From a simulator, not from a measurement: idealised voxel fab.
The document below concerns the process module designated voxel transistor to metal.
In the cross-section labelled cut, the width is 185 nm and each square cell is 5 nm.
A cross-section is written here as square cells arranged in a grid, and it is given in bands from the top down, each band taking up one or more rows of cells.
Basically the band line says how high the top is and how high the bottom is, in nm, and then what's in it from left to right, every material with its width in nm. Empty space shows up as "blank", and if a single material carries "everywhere" it runs the full band edge to edge.
Note: height 0 marks the level under which the wafer is uniformly one material as received. Lowest band unbounded below, written "top 0, no bottom".
Width "30..40": first value at the band's top row of cells, second value at its bottom row, equal change from row to row.
Where a step carries "left unchanged", the cross-section came out of it unchanged, cell for cell.
Empty spaces counting at least 8 cells and having no open way to the top are listed in "Closed cavity list". The notation width x height at distance is used for each, the distance being from the left edge and all three values in nm.
Heads up: the bit after the settings on a step's line is the simulator's remark on that step.
The "overlay nm" setting may appear on a step's line; for a step that uses a mask, it gives how far to the right of its planned position the mask lay, and a negative value indicates the left.
**Process steps - plan**
1,RECEIVE | material Si
2,OXIDIZE | depth nm 5
3,CONFORMAL_DEP | material SiN | thk nm 10
4,MASKED_ETCH | tone cover | mask id ACTIVE | width nm 115 | etch materials SiN | depth nm 10 | overlay nm 0
5,MASKED_ETCH | tone cover | mask id ACTIVE | width nm 115 | etch materials SiO2 | depth nm 5 | overlay nm 0
6,MASKED_ETCH | tone cover | mask id ACTIVE | width nm 115 | etch materials Si | depth nm 35 | overlay nm 0
7,OXIDIZE | depth nm 5
8,FILL_DEP | material SiO2 | thk nm 10
9,CMP | height nm 10
10,SELECTIVE_ETCH | etch materials SiO2 | depth nm 10
11,STRIP | etch materials SiN
12,SELECTIVE_ETCH | etch materials SiO2 | depth nm 5
13,OXIDIZE | depth nm 5
14,DIRECTIONAL_DEP | material polySi | thk nm 25
15,DIRECTIONAL_DEP | material SiCN | thk nm 15
16,PATTERN | tone cover | mask id GATE | material resist | width nm 35 | thk nm 20 | overlay nm 0
17,DIRECTIONAL_ETCH | etch materials SiCN | depth nm 25
18,DIRECTIONAL_ETCH | etch materials polySi | depth nm 35
19,STRIP | etch materials resist
20,CONFORMAL_DEP | material SiN | thk nm 10
21,DIRECTIONAL_ETCH | etch materials SiN | depth nm 10
22,DIRECTIONAL_ETCH | etch materials SiO2 | depth nm 5
23,DIRECTIONAL_ETCH | etch materials Si | depth nm 15
24,EPI | material pSi | thk nm 15
25,FILL_DEP | material SiO2 | thk nm 10
26,CMP | height nm 20
27,STRIP | etch materials polySi
28,SELECTIVE_ETCH | etch materials SiO2 | depth nm 5
29,CONFORMAL_DEP | material HfO2 | thk nm 5
30,CONFORMAL_DEP | material TiN | thk nm 5
31,FILL_DEP | material W | thk nm 10
32,CMP | height nm 15
33,DIRECTIONAL_DEP | material SiO2 | thk nm 10
34,PATTERN | tone open | mask id CONTACT | material resist | width nm 15 | pitch nm 80 | thk nm 20 | overlay nm 0
35,DIRECTIONAL_ETCH | etch materials SiO2 | depth nm 35
36,STRIP | etch materials resist
37,CONFORMAL_DEP | material TiN | thk nm 5
38,FILL_DEP | material W | thk nm 5
39,CMP | height nm 25
40,CONFORMAL_DEP | material SiN | thk nm 5
41,DIRECTIONAL_DEP | material SiO2 | thk nm 15
42,MASKED_ETCH | tone open | mask id METAL_1 | width nm 15 | pitch nm 80 | etch materials SiO2 | depth nm 15 | overlay nm 0
43,MASKED_ETCH | tone open | mask id METAL_1 | width nm 15 | pitch nm 80 | etch materials SiN | depth nm 5 | overlay nm 0
44,CONFORMAL_DEP | material TiN | thk nm 5
45,FILL_DEP | material Cu | thk nm 10
46,CMP | height nm 45
47,CONFORMAL_DEP | material SiCN | thk nm 5
48,DIRECTIONAL_DEP | material SiO2 | thk nm 30
49,MASKED_ETCH | tone open | mask id METAL_2 | width nm 15 | pitch nm 80 | etch materials SiO2 | depth nm 20 | overlay nm 0
50,PATTERN | tone open | mask id METAL_2_HOLES | material resist | width nm 15 | pitch nm 80 | thk nm 20 | overlay nm 0
51,DIRECTIONAL_ETCH | etch materials SiO2 | depth nm 10
52,DIRECTIONAL_ETCH | etch materials SiCN | depth nm 5
53,STRIP | etch materials resist
54,CONFORMAL_DEP | material TiN | thk nm 5
55,FILL_DEP | material Cu | thk nm 10
56,CMP | height nm 80
57,CONFORMAL_DEP | material SiN | thk nm 5
**Below: the first of two wafers, run as planned**
**As received (post step 1): cross-section**
top 0, no bottom | Si everywhere
Closed cavity list: none
**After step 2, in cross-section**
top 0, bottom -5 | SiO2 everywhere
below -5: unchanged
**After step 3, in cross-section**
top 10, bottom 0 | SiN everywhere
below 0: unchanged
**After step 4, in cross-section**
top 10, bottom 0 | blank: 35  SiN: 115  blank: 35
below 0: unchanged
**After step 5, in cross-section**
top 10, bottom 0 | blank: 35  SiN: 115  blank: 35
top 0, bottom -5 | blank: 35  SiO2: 115  blank: 35
below -5: unchanged
**After step 6, in cross-section**
top 10, bottom 0 | blank: 35  SiN: 115  blank: 35
top 0, bottom -5 | blank: 35  SiO2: 115  blank: 35
top -5, bottom -40 | blank: 35  Si: 115  blank: 35
below -40: unchanged
**After step 7, in cross-section**
top 10, bottom 0 | blank: 35  SiN: 115  blank: 35
top 0, bottom -5 | blank: 35  SiO2: 115  blank: 35
top -5, bottom -40 | blank: 35  SiO2: 5  Si: 105  SiO2: 5  blank: 35
top -40, bottom -45 | SiO2: 40  Si: 105  SiO2: 40
below -45: unchanged
**After step 8, in cross-section**
top 20, bottom 10 | SiO2 everywhere
top 10, bottom 0 | SiO2: 35  SiN: 115  SiO2: 35
top 0, bottom -5 | SiO2 everywhere
top -5, bottom -45 | SiO2: 40  Si: 105  SiO2: 40
below -45: unchanged
**After step 9, in cross-section**
top 10, bottom 0 | SiO2: 35  SiN: 115  SiO2: 35
below 0: unchanged
**After step 10, in cross-section**
top 10, bottom 0 | blank: 35  SiN: 115  blank: 35
below 0: unchanged
**After step 11, in cross-section**
top 0, bottom -5 | SiO2 everywhere
below -5: unchanged
**After step 12, in cross-section**
top -5, bottom -45 | SiO2: 40  Si: 105  SiO2: 40
below -45: unchanged
**After step 13, in cross-section**
top -5, bottom -10 | SiO2 everywhere
below -10: unchanged
**After step 14, in cross-section**
top 20, bottom -5 | polySi everywhere
below -5: unchanged
**After step 15, in cross-section**
top 35, bottom 20 | SiCN everywhere
below 20: unchanged
**After step 16, in cross-section**
top 55, bottom 35 | blank: 75  resist: 35  blank: 75
below 35: unchanged
**After step 17, in cross-section**
top 55, bottom 35 | blank: 75  resist: 35  blank: 75
top 35, bottom 20 | blank: 75  SiCN: 35  blank: 75
below 20: unchanged
**After step 18, in cross-section**
top 55, bottom 35 | blank: 75  resist: 35  blank: 75
top 35, bottom 20 | blank: 75  SiCN: 35  blank: 75
top 20, bottom -5 | blank: 75  polySi: 35  blank: 75
below -5: unchanged
**After step 19, in cross-section**
top 35, bottom 20 | blank: 75  SiCN: 35  blank: 75
below 20: unchanged
**After step 20, in cross-section**
top 45, bottom 35 | blank: 65  SiN: 55  blank: 65
top 35, bottom 20 | blank: 65  SiN: 10  SiCN: 35  SiN: 10  blank: 65
top 20, bottom 5 | blank: 65  SiN: 10  polySi: 35  SiN: 10  blank: 65
top 5, bottom -5 | SiN: 75  polySi: 35  SiN: 75
below -5: unchanged
**After step 21, in cross-section**
top 35, bottom 20 | blank: 65  SiN: 10  SiCN: 35  SiN: 10  blank: 65
top 20, bottom -5 | blank: 65  SiN: 10  polySi: 35  SiN: 10  blank: 65
below -5: unchanged
**After step 22, in cross-section**
top 35, bottom 20 | blank: 65  SiN: 10  SiCN: 35  SiN: 10  blank: 65
top 20, bottom -5 | blank: 65  SiN: 10  polySi: 35  SiN: 10  blank: 65
top -5, bottom -10 | blank: 65  SiO2: 55  blank: 65
below -10: unchanged
**After step 23, in cross-section**
top 35, bottom 20 | blank: 65  SiN: 10  SiCN: 35  SiN: 10  blank: 65
top 20, bottom -5 | blank: 65  SiN: 10  polySi: 35  SiN: 10  blank: 65
top -5, bottom -10 | blank: 65  SiO2: 55  blank: 65
top -10, bottom -25 | SiO2: 40  blank: 25  Si: 55  blank: 25  SiO2: 40
below -25: unchanged
**After step 24, in cross-section**
top 35, bottom 20 | blank: 65  SiN: 10  SiCN: 35  SiN: 10  blank: 65
top 20, bottom 5 | blank: 65  SiN: 10  polySi: 35  SiN: 10  blank: 65
top 5, bottom -5 | blank: 50  pSi: 15  SiN: 10  polySi: 35  SiN: 10  pSi: 15  blank: 50
top -5, bottom -10 | blank: 50  pSi: 15  SiO2: 55  pSi: 15  blank: 50
top -10, bottom -25 | SiO2: 40  pSi: 25  Si: 55  pSi: 25  SiO2: 40
below -25: unchanged
**After step 25, in cross-section**
top 45, bottom 35 | SiO2 everywhere
top 35, bottom 20 | SiO2: 65  SiN: 10  SiCN: 35  SiN: 10  SiO2: 65
top 20, bottom 5 | SiO2: 65  SiN: 10  polySi: 35  SiN: 10  SiO2: 65
top 5, bottom -5 | SiO2: 50  pSi: 15  SiN: 10  polySi: 35  SiN: 10  pSi: 15  SiO2: 50
top -5, bottom -10 | SiO2: 50  pSi: 15  SiO2: 55  pSi: 15  SiO2: 50
below -10: unchanged
**After step 26, in cross-section**
top 20, bottom 5 | SiO2: 65  SiN: 10  polySi: 35  SiN: 10  SiO2: 65
below 5: unchanged
**After step 27, in cross-section**
top 20, bottom 5 | SiO2: 65  SiN: 10  blank: 35  SiN: 10  SiO2: 65
top 5, bottom -5 | SiO2: 50  pSi: 15  SiN: 10  blank: 35  SiN: 10  pSi: 15  SiO2: 50
below -5: unchanged
**After step 28, in cross-section**
top 20, bottom 15 | blank: 65  SiN: 10  blank: 35  SiN: 10  blank: 65
top 15, bottom 5 | SiO2: 65  SiN: 10  blank: 35  SiN: 10  SiO2: 65
top 5, bottom -5 | SiO2: 50  pSi: 15  SiN: 10  blank: 35  SiN: 10  pSi: 15  SiO2: 50
top -5, bottom -10 | SiO2: 50  pSi: 15  SiO2: 5  blank: 45  SiO2: 5  pSi: 15  SiO2: 50
below -10: unchanged
**After step 29, in cross-section**
top 25, bottom 20 | blank: 60  HfO2: 20  blank: 25  HfO2: 20  blank: 60
top 20, bottom 15 | HfO2: 65  SiN: 10  HfO2: 5  blank: 25  HfO2: 5  SiN: 10  HfO2: 65
top 15, bottom 5 | SiO2: 65  SiN: 10  HfO2: 5  blank: 25  HfO2: 5  SiN: 10  SiO2: 65
top 5, bottom -5 | SiO2: 50  pSi: 15  SiN: 10  HfO2: 5  blank: 25  HfO2: 5  SiN: 10  pSi: 15  SiO2: 50
top -5, bottom -10 | SiO2: 50  pSi: 15  SiO2: 5  HfO2: 45  SiO2: 5  pSi: 15  SiO2: 50
below -10: unchanged
**After step 30, in cross-section**
top 30, bottom 25 | blank: 55  TiN: 30  blank: 15  TiN: 30  blank: 55
top 25, bottom 20 | TiN: 60  HfO2: 20  TiN: 5  blank: 15  TiN: 5  HfO2: 20  TiN: 60
top 20, bottom 15 | HfO2: 65  SiN: 10  HfO2: 5  TiN: 5  blank: 15  TiN: 5  HfO2: 5  SiN: 10  HfO2: 65
top 15, bottom 5 | SiO2: 65  SiN: 10  HfO2: 5  TiN: 5  blank: 15  TiN: 5  HfO2: 5  SiN: 10  SiO2: 65
top 5, bottom 0 | SiO2: 50  pSi: 15  SiN: 10  HfO2: 5  TiN: 5  blank: 15  TiN: 5  HfO2: 5  SiN: 10  pSi: 15  SiO2: 50
top 0, bottom -5 | SiO2: 50  pSi: 15  SiN: 10  HfO2: 5  TiN: 25  HfO2: 5  SiN: 10  pSi: 15  SiO2: 50
below -5: unchanged
**After step 31, in cross-section**
top 40, bottom 30 | W everywhere
top 30, bottom 25 | W: 55  TiN: 30  W: 15  TiN: 30  W: 55
top 25, bottom 20 | TiN: 60  HfO2: 20  TiN: 5  W: 15  TiN: 5  HfO2: 20  TiN: 60
top 20, bottom 15 | HfO2: 65  SiN: 10  HfO2: 5  TiN: 5  W: 15  TiN: 5  HfO2: 5  SiN: 10  HfO2: 65
top 15, bottom 5 | SiO2: 65  SiN: 10  HfO2: 5  TiN: 5  W: 15  TiN: 5  HfO2: 5  SiN: 10  SiO2: 65
top 5, bottom 0 | SiO2: 50  pSi: 15  SiN: 10  HfO2: 5  TiN: 5  W: 15  TiN: 5  HfO2: 5  SiN: 10  pSi: 15  SiO2: 50
below 0: unchanged
**After step 32, in cross-section**
top 15, bottom 5 | SiO2: 65  SiN: 10  HfO2: 5  TiN: 5  W: 15  TiN: 5  HfO2: 5  SiN: 10  SiO2: 65
below 5: unchanged
**After step 33, in cross-section**
top 25, bottom 15 | SiO2 everywhere
below 15: unchanged
**After step 34, in cross-section**
top 45, bottom 25 | resist: 45  blank: 15  resist: 65  blank: 15  resist: 45
below 25: unchanged
**After step 35, in cross-section**
top 45, bottom 25 | resist: 45  blank: 15  resist: 65  blank: 15  resist: 45
top 25, bottom 15 | SiO2: 45  blank: 15  SiO2: 65  blank: 15  SiO2: 45
top 15, bottom 5 | SiO2: 45  blank: 15  SiO2: 5  SiN: 10  HfO2: 5  TiN: 5  W: 15  TiN: 5  HfO2: 5  SiN: 10  SiO2: 5  blank: 15  SiO2: 45
top 5, bottom 0 | SiO2: 45  blank: 5  pSi: 15  SiN: 10  HfO2: 5  TiN: 5  W: 15  TiN: 5  HfO2: 5  SiN: 10  pSi: 15  blank: 5  SiO2: 45
top 0, bottom -5 | SiO2: 45  blank: 5  pSi: 15  SiN: 10  HfO2: 5  TiN: 25  HfO2: 5  SiN: 10  pSi: 15  blank: 5  SiO2: 45
top -5, bottom -10 | SiO2: 45  blank: 5  pSi: 15  SiO2: 5  HfO2: 45  SiO2: 5  pSi: 15  blank: 5  SiO2: 45
below -10: unchanged
**After step 36, in cross-section**
top 25, bottom 15 | SiO2: 45  blank: 15  SiO2: 65  blank: 15  SiO2: 45
below 15: unchanged
**After step 37, in cross-section**
top 30, bottom 25 | TiN: 50  blank: 5  TiN: 75  blank: 5  TiN: 50
top 25, bottom 15 | SiO2: 45  TiN: 5  blank: 5  TiN: 5  SiO2: 65  TiN: 5  blank: 5  TiN: 5  SiO2: 45
top 15, bottom 10 | SiO2: 45  TiN: 5  blank: 5  TiN: 5  SiO2: 5  SiN: 10  HfO2: 5  TiN: 5  W: 15  TiN: 5  HfO2: 5  SiN: 10  SiO2: 5  TiN: 5  blank: 5  TiN: 5  SiO2: 45
top 10, bottom 5 | SiO2: 45  TiN: 15  SiO2: 5  SiN: 10  HfO2: 5  TiN: 5  W: 15  TiN: 5  HfO2: 5  SiN: 10  SiO2: 5  TiN: 15  SiO2: 45
top 5, bottom 0 | SiO2: 45  TiN: 5  pSi: 15  SiN: 10  HfO2: 5  TiN: 5  W: 15  TiN: 5  HfO2: 5  SiN: 10  pSi: 15  TiN: 5  SiO2: 45
top 0, bottom -5 | SiO2: 45  TiN: 5  pSi: 15  SiN: 10  HfO2: 5  TiN: 25  HfO2: 5  SiN: 10  pSi: 15  TiN: 5  SiO2: 45
top -5, bottom -10 | SiO2: 45  TiN: 5  pSi: 15  SiO2: 5  HfO2: 45  SiO2: 5  pSi: 15  TiN: 5  SiO2: 45
below -10: unchanged
**After step 38, in cross-section**
top 35, bottom 30 | W everywhere
top 30, bottom 25 | TiN: 50  W: 5  TiN: 75  W: 5  TiN: 50
top 25, bottom 15 | SiO2: 45  TiN: 5  W: 5  TiN: 5  SiO2: 65  TiN: 5  W: 5  TiN: 5  SiO2: 45
top 15, bottom 10 | SiO2: 45  TiN: 5  W: 5  TiN: 5  SiO2: 5  SiN: 10  HfO2: 5  TiN: 5  W: 15  TiN: 5  HfO2: 5  SiN: 10  SiO2: 5  TiN: 5  W: 5  TiN: 5  SiO2: 45
below 10: unchanged
**After step 39, in cross-section**
top 25, bottom 15 | SiO2: 45  TiN: 5  W: 5  TiN: 5  SiO2: 65  TiN: 5  W: 5  TiN: 5  SiO2: 45
below 15: unchanged
**After step 40, in cross-section**
top 30, bottom 25 | SiN everywhere
below 25: unchanged
**After step 41, in cross-section**
top 45, bottom 30 | SiO2 everywhere
below 30: unchanged
**After step 42, in cross-section**
top 45, bottom 30 | SiO2: 45  blank: 15  SiO2: 65  blank: 15  SiO2: 45
below 30: unchanged
**After step 43, in cross-section**
top 45, bottom 30 | SiO2: 45  blank: 15  SiO2: 65  blank: 15  SiO2: 45
top 30, bottom 25 | SiN: 45  blank: 15  SiN: 65  blank: 15  SiN: 45
below 25: unchanged
**After step 44, in cross-section**
top 50, bottom 45 | TiN: 50  blank: 5  TiN: 75  blank: 5  TiN: 50
top 45, bottom 30 | SiO2: 45  TiN: 5  blank: 5  TiN: 5  SiO2: 65  TiN: 5  blank: 5  TiN: 5  SiO2: 45
top 30, bottom 25 | SiN: 45  TiN: 15  SiN: 65  TiN: 15  SiN: 45
below 25: unchanged
**After step 45, in cross-section**
top 60, bottom 50 | Cu everywhere
top 50, bottom 45 | TiN: 50  Cu: 5  TiN: 75  Cu: 5  TiN: 50
top 45, bottom 30 | SiO2: 45  TiN: 5  Cu: 5  TiN: 5  SiO2: 65  TiN: 5  Cu: 5  TiN: 5  SiO2: 45
below 30: unchanged
**After step 46, in cross-section**
top 45, bottom 30 | SiO2: 45  TiN: 5  Cu: 5  TiN: 5  SiO2: 65  TiN: 5  Cu: 5  TiN: 5  SiO2: 45
below 30: unchanged
**After step 47, in cross-section**
top 50, bottom 45 | SiCN everywhere
below 45: unchanged
**After step 48, in cross-section**
top 80, bottom 50 | SiO2 everywhere
below 50: unchanged
**After step 49, in cross-section**
top 80, bottom 60 | SiO2: 45  blank: 15  SiO2: 65  blank: 15  SiO2: 45
below 60: unchanged
**After step 50, in cross-section**
top 100, bottom 80 | resist: 45  blank: 15  resist: 65  blank: 15  resist: 45
below 80: unchanged
**After step 51, in cross-section**
top 100, bottom 80 | resist: 45  blank: 15  resist: 65  blank: 15  resist: 45
top 80, bottom 50 | SiO2: 45  blank: 15  SiO2: 65  blank: 15  SiO2: 45
below 50: unchanged
**After step 52, in cross-section**
top 100, bottom 80 | resist: 45  blank: 15  resist: 65  blank: 15  resist: 45
top 80, bottom 50 | SiO2: 45  blank: 15  SiO2: 65  blank: 15  SiO2: 45
top 50, bottom 45 | SiCN: 45  blank: 15  SiCN: 65  blank: 15  SiCN: 45
below 45: unchanged
**After step 53, in cross-section**
top 80, bottom 50 | SiO2: 45  blank: 15  SiO2: 65  blank: 15  SiO2: 45
below 50: unchanged
**After step 54, in cross-section**
top 85, bottom 80 | TiN: 50  blank: 5  TiN: 75  blank: 5  TiN: 50
top 80, bottom 50 | SiO2: 45  TiN: 5  blank: 5  TiN: 5  SiO2: 65  TiN: 5  blank: 5  TiN: 5  SiO2: 45
top 50, bottom 45 | SiCN: 45  TiN: 15  SiCN: 65  TiN: 15  SiCN: 45
below 45: unchanged
**After step 55, in cross-section**
top 95, bottom 85 | Cu everywhere
top 85, bottom 80 | TiN: 50  Cu: 5  TiN: 75  Cu: 5  TiN: 50
top 80, bottom 50 | SiO2: 45  TiN: 5  Cu: 5  TiN: 5  SiO2: 65  TiN: 5  Cu: 5  TiN: 5  SiO2: 45
below 50: unchanged
**After step 56, in cross-section**
top 80, bottom 50 | SiO2: 45  TiN: 5  Cu: 5  TiN: 5  SiO2: 65  TiN: 5  Cu: 5  TiN: 5  SiO2: 45
below 50: unchanged
**After step 57, in cross-section**
top 85, bottom 80 | SiN everywhere
below 80: unchanged
**It is to be noted that the second wafer proceeded from the same initial state and according to the same plan as the first, although one mistake was committed in its execution; through step 23, inclusive, the two wafers share an identical history**
**Second wafer, sectioned view, at step 24's planned end time**
top 35, bottom 20 | blank: 65  SiN: 10  SiCN: 35  SiN: 10  blank: 65
top 20, bottom 5 | blank: 35  pSi: 30  SiN: 10  polySi: 35  SiN: 10  pSi: 30  blank: 35
top 5, bottom -5 | blank: 25  pSi: 40  SiN: 10  polySi: 35  SiN: 10  pSi: 40  blank: 25
top -5, bottom -10 | blank: 25  pSi: 40  SiO2: 55  pSi: 40  blank: 25
top -10, bottom -25 | SiO2: 40  pSi: 25  Si: 55  pSi: 25  SiO2: 40
below -25: unchanged
**Second wafer, sectioned view, at step 25's planned end time**
top 45, bottom 35 | SiO2 everywhere
top 35, bottom 20 | SiO2: 65  SiN: 10  SiCN: 35  SiN: 10  SiO2: 65
top 20, bottom 5 | SiO2: 35  pSi: 30  SiN: 10  polySi: 35  SiN: 10  pSi: 30  SiO2: 35
top 5, bottom -5 | SiO2: 25  pSi: 40  SiN: 10  polySi: 35  SiN: 10  pSi: 40  SiO2: 25
top -5, bottom -10 | SiO2: 25  pSi: 40  SiO2: 55  pSi: 40  SiO2: 25
below -10: unchanged
**Second wafer, sectioned view, at step 26's planned end time**
top 20, bottom 5 | SiO2: 35  pSi: 30  SiN: 10  polySi: 35  SiN: 10  pSi: 30  SiO2: 35
below 5: unchanged
**Second wafer, sectioned view, at step 27's planned end time**
top 20, bottom 5 | SiO2: 35  pSi: 30  SiN: 10  blank: 35  SiN: 10  pSi: 30  SiO2: 35
top 5, bottom -5 | SiO2: 25  pSi: 40  SiN: 10  blank: 35  SiN: 10  pSi: 40  SiO2: 25
below -5: unchanged
**Second wafer, sectioned view, at step 28's planned end time**
top 20, bottom 15 | blank: 35  pSi: 30  SiN: 10  blank: 35  SiN: 10  pSi: 30  blank: 35
top 15, bottom 5 | SiO2: 35  pSi: 30  SiN: 10  blank: 35  SiN: 10  pSi: 30  SiO2: 35
top 5, bottom -5 | SiO2: 25  pSi: 40  SiN: 10  blank: 35  SiN: 10  pSi: 40  SiO2: 25
top -5, bottom -10 | SiO2: 25  pSi: 40  SiO2: 5  blank: 45  SiO2: 5  pSi: 40  SiO2: 25
below -10: unchanged
**Second wafer, sectioned view, at step 29's planned end time**
top 25, bottom 20 | blank: 30  HfO2: 50  blank: 25  HfO2: 50  blank: 30
top 20, bottom 15 | HfO2: 35  pSi: 30  SiN: 10  HfO2: 5  blank: 25  HfO2: 5  SiN: 10  pSi: 30  HfO2: 35
top 15, bottom 5 | SiO2: 35  pSi: 30  SiN: 10  HfO2: 5  blank: 25  HfO2: 5  SiN: 10  pSi: 30  SiO2: 35
top 5, bottom -5 | SiO2: 25  pSi: 40  SiN: 10  HfO2: 5  blank: 25  HfO2: 5  SiN: 10  pSi: 40  SiO2: 25
top -5, bottom -10 | SiO2: 25  pSi: 40  SiO2: 5  HfO2: 45  SiO2: 5  pSi: 40  SiO2: 25
below -10: unchanged
**Second wafer, sectioned view, at step 30's planned end time**
top 30, bottom 25 | blank: 25  TiN: 60  blank: 15  TiN: 60  blank: 25
top 25, bottom 20 | TiN: 30  HfO2: 50  TiN: 5  blank: 15  TiN: 5  HfO2: 50  TiN: 30
top 20, bottom 15 | HfO2: 35  pSi: 30  SiN: 10  HfO2: 5  TiN: 5  blank: 15  TiN: 5  HfO2: 5  SiN: 10  pSi: 30  HfO2: 35
top 15, bottom 5 | SiO2: 35  pSi: 30  SiN: 10  HfO2: 5  TiN: 5  blank: 15  TiN: 5  HfO2: 5  SiN: 10  pSi: 30  SiO2: 35
top 5, bottom 0 | SiO2: 25  pSi: 40  SiN: 10  HfO2: 5  TiN: 5  blank: 15  TiN: 5  HfO2: 5  SiN: 10  pSi: 40  SiO2: 25
top 0, bottom -5 | SiO2: 25  pSi: 40  SiN: 10  HfO2: 5  TiN: 25  HfO2: 5  SiN: 10  pSi: 40  SiO2: 25
below -5: unchanged
**Second wafer, sectioned view, at step 31's planned end time**
top 40, bottom 30 | W everywhere
top 30, bottom 25 | W: 25  TiN: 60  W: 15  TiN: 60  W: 25
top 25, bottom 20 | TiN: 30  HfO2: 50  TiN: 5  W: 15  TiN: 5  HfO2: 50  TiN: 30
top 20, bottom 15 | HfO2: 35  pSi: 30  SiN: 10  HfO2: 5  TiN: 5  W: 15  TiN: 5  HfO2: 5  SiN: 10  pSi: 30  HfO2: 35
top 15, bottom 5 | SiO2: 35  pSi: 30  SiN: 10  HfO2: 5  TiN: 5  W: 15  TiN: 5  HfO2: 5  SiN: 10  pSi: 30  SiO2: 35
top 5, bottom 0 | SiO2: 25  pSi: 40  SiN: 10  HfO2: 5  TiN: 5  W: 15  TiN: 5  HfO2: 5  SiN: 10  pSi: 40  SiO2: 25
below 0: unchanged
**Second wafer, sectioned view, at step 32's planned end time**
top 15, bottom 5 | SiO2: 35  pSi: 30  SiN: 10  HfO2: 5  TiN: 5  W: 15  TiN: 5  HfO2: 5  SiN: 10  pSi: 30  SiO2: 35
below 5: unchanged
**Second wafer, sectioned view, at step 33's planned end time**
top 25, bottom 15 | SiO2 everywhere
below 15: unchanged
**Second wafer, sectioned view, at step 34's planned end time**
top 45, bottom 25 | resist: 45  blank: 15  resist: 65  blank: 15  resist: 45
below 25: unchanged
**Second wafer, sectioned view, at step 35's planned end time**
top 45, bottom 25 | resist: 45  blank: 15  resist: 65  blank: 15  resist: 45
top 25, bottom 15 | SiO2: 45  blank: 15  SiO2: 65  blank: 15  SiO2: 45
below 15: unchanged
**Second wafer, sectioned view, at step 36's planned end time**
top 25, bottom 15 | SiO2: 45  blank: 15  SiO2: 65  blank: 15  SiO2: 45
below 15: unchanged
**Second wafer, sectioned view, at step 37's planned end time**
top 30, bottom 25 | TiN: 50  blank: 5  TiN: 75  blank: 5  TiN: 50
top 25, bottom 20 | SiO2: 45  TiN: 5  blank: 5  TiN: 5  SiO2: 65  TiN: 5  blank: 5  TiN: 5  SiO2: 45
top 20, bottom 15 | SiO2: 45  TiN: 15  SiO2: 65  TiN: 15  SiO2: 45
below 15: unchanged
**Second wafer, sectioned view, at step 38's planned end time**
top 35, bottom 30 | W everywhere
top 30, bottom 25 | TiN: 50  W: 5  TiN: 75  W: 5  TiN: 50
top 25, bottom 20 | SiO2: 45  TiN: 5  W: 5  TiN: 5  SiO2: 65  TiN: 5  W: 5  TiN: 5  SiO2: 45
below 20: unchanged
**Second wafer, sectioned view, at step 39's planned end time**
top 25, bottom 20 | SiO2: 45  TiN: 5  W: 5  TiN: 5  SiO2: 65  TiN: 5  W: 5  TiN: 5  SiO2: 45
below 20: unchanged
**Second wafer, sectioned view, at step 40's planned end time**
top 30, bottom 25 | SiN everywhere
below 25: unchanged
**Second wafer, sectioned view, at step 41's planned end time**
top 45, bottom 30 | SiO2 everywhere
below 30: unchanged
**Second wafer, sectioned view, at step 42's planned end time**
top 45, bottom 30 | SiO2: 45  blank: 15  SiO2: 65  blank: 15  SiO2: 45
below 30: unchanged
**Second wafer, sectioned view, at step 43's planned end time**
top 45, bottom 30 | SiO2: 45  blank: 15  SiO2: 65  blank: 15  SiO2: 45
top 30, bottom 25 | SiN: 45  blank: 15  SiN: 65  blank: 15  SiN: 45
below 25: unchanged
**Second wafer, sectioned view, at step 44's planned end time**
top 50, bottom 45 | TiN: 50  blank: 5  TiN: 75  blank: 5  TiN: 50
top 45, bottom 30 | SiO2: 45  TiN: 5  blank: 5  TiN: 5  SiO2: 65  TiN: 5  blank: 5  TiN: 5  SiO2: 45
top 30, bottom 25 | SiN: 45  TiN: 15  SiN: 65  TiN: 15  SiN: 45
below 25: unchanged
**Second wafer, sectioned view, at step 45's planned end time**
top 60, bottom 50 | Cu everywhere
top 50, bottom 45 | TiN: 50  Cu: 5  TiN: 75  Cu: 5  TiN: 50
top 45, bottom 30 | SiO2: 45  TiN: 5  Cu: 5  TiN: 5  SiO2: 65  TiN: 5  Cu: 5  TiN: 5  SiO2: 45
below 30: unchanged
**Second wafer, sectioned view, at step 46's planned end time**
top 45, bottom 30 | SiO2: 45  TiN: 5  Cu: 5  TiN: 5  SiO2: 65  TiN: 5  Cu: 5  TiN: 5  SiO2: 45
below 30: unchanged
**Second wafer, sectioned view, at step 47's planned end time**
top 50, bottom 45 | SiCN everywhere
below 45: unchanged
**Second wafer, sectioned view, at step 48's planned end time**
top 80, bottom 50 | SiO2 everywhere
below 50: unchanged
**Second wafer, sectioned view, at step 49's planned end time**
top 80, bottom 60 | SiO2: 45  blank: 15  SiO2: 65  blank: 15  SiO2: 45
below 60: unchanged
**Second wafer, sectioned view, at step 50's planned end time**
top 100, bottom 80 | resist: 45  blank: 15  resist: 65  blank: 15  resist: 45
below 80: unchanged
**Second wafer, sectioned view, at step 51's planned end time**
top 100, bottom 80 | resist: 45  blank: 15  resist: 65  blank: 15  resist: 45
top 80, bottom 50 | SiO2: 45  blank: 15  SiO2: 65  blank: 15  SiO2: 45
below 50: unchanged
**Second wafer, sectioned view, at step 52's planned end time**
top 100, bottom 80 | resist: 45  blank: 15  resist: 65  blank: 15  resist: 45
top 80, bottom 50 | SiO2: 45  blank: 15  SiO2: 65  blank: 15  SiO2: 45
top 50, bottom 45 | SiCN: 45  blank: 15  SiCN: 65  blank: 15  SiCN: 45
below 45: unchanged
**Second wafer, sectioned view, at step 53's planned end time**
top 80, bottom 50 | SiO2: 45  blank: 15  SiO2: 65  blank: 15  SiO2: 45
below 50: unchanged
**Second wafer, sectioned view, at step 54's planned end time**
top 85, bottom 80 | TiN: 50  blank: 5  TiN: 75  blank: 5  TiN: 50
top 80, bottom 50 | SiO2: 45  TiN: 5  blank: 5  TiN: 5  SiO2: 65  TiN: 5  blank: 5  TiN: 5  SiO2: 45
top 50, bottom 45 | SiCN: 45  TiN: 15  SiCN: 65  TiN: 15  SiCN: 45
below 45: unchanged
**Second wafer, sectioned view, at step 55's planned end time**
top 95, bottom 85 | Cu everywhere
top 85, bottom 80 | TiN: 50  Cu: 5  TiN: 75  Cu: 5  TiN: 50
top 80, bottom 50 | SiO2: 45  TiN: 5  Cu: 5  TiN: 5  SiO2: 65  TiN: 5  Cu: 5  TiN: 5  SiO2: 45
below 50: unchanged
**Second wafer, sectioned view, at step 56's planned end time**
top 80, bottom 50 | SiO2: 45  TiN: 5  Cu: 5  TiN: 5  SiO2: 65  TiN: 5  Cu: 5  TiN: 5  SiO2: 45
below 50: unchanged
**Second wafer, sectioned view, at step 57's planned end time**
top 85, bottom 80 | SiN everywhere
below 80: unchanged
Which mistake was made when the wafer was run? step 24 of the plan was performed twice
End check, counted in cells, second wafer has more or fewer of these materials than the first: -36 SiO2, -14 TiN, -4 W, +54 pSi
